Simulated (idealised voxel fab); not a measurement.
This is a process module. Its name is voxel released beams.
Shown is cross-section cut, with a width of 245 nm and square cells of size 5 nm.
A cross-section in this document is a grid of square cells, and it is written down as bands, the top band listed before the ones below it; a band is made up of one or more rows of cells.
It is stipulated that each band's entry specify, in nanometres, the height of the top of the band and then that of its bottom, followed by the materials of the band in left-to-right sequence, each together with its width in nanometres. A single material marked by the word "full width" is understood to fill the band from edge to edge; the word "air" is understood to denote empty space.
Heights are measured from 0, the level below which the as-received wafer is all one material; the lowest band has no bottom and continues downward, written as in "z 0 and below".
So if you see something like "30->40" for the width, read it as the top row of the band sitting at the first number and the bottom row at the second, with every row in between moving by the same amount as the last.
"changes: none" (step): cross-section cells unchanged, all of them.
"Closed void table" specifies each empty space that is not open to the top and that occupies no fewer than 8 cells, using the form width x height at distance, the distance measured from the left edge and all three quantities in nm.
Anything after a step's settings on that line? It's the simulator's own note about the step.
Among the settings permitted on a step's line is "overlay nm"; applied to a step with a mask, it specifies the extent to which the mask lay to the right of its planned position, whereas a negative figure signifies a position to the left.

**Listed below are the process steps as planned**
1,RECEIVE,material Si
2,CONFORMAL_DEP,material SiN,thk nm 10
3,DIRECTIONAL_DEP,material SiO2,thk nm 15
4,MASKED_ETCH,tone open,mask id ANCHOR,width nm 35,etch materials SiO2,depth nm 5,overlay nm 0
5,CONFORMAL_DEP,material W,thk nm 10
6,MASKED_ETCH,tone cover,mask id BEAM,width nm 85,etch materials W,depth nm 10,overlay nm 0
7,STRIP,etch materials SiO2
What sets these wafers apart? The depth nm at step 4. They all start alike, and the plan carries the first wafer's value.

**Here's the first of the wafers in cross-section, just as we got it, i.e. after step 1**
> z 0 and below | Si full width
> Closed void table: none

**Below: a row per wafer. Contents at end of module: for every material, cells gained since receipt (+) or lost since receipt (-); then closed voids**
depth nm 5, +98 SiN, Closed void table: none
depth nm 10, +98 SiN, Closed void table: none
depth nm 15, +98 SiN, +46 W, Closed void table: none
depth nm 20, +98 SiN, +46 W, Closed void table: none
depth nm 25, +98 SiN, +46 W, Closed void table: none
depth nm 30, +98 SiN, +46 W, Closed void table: none
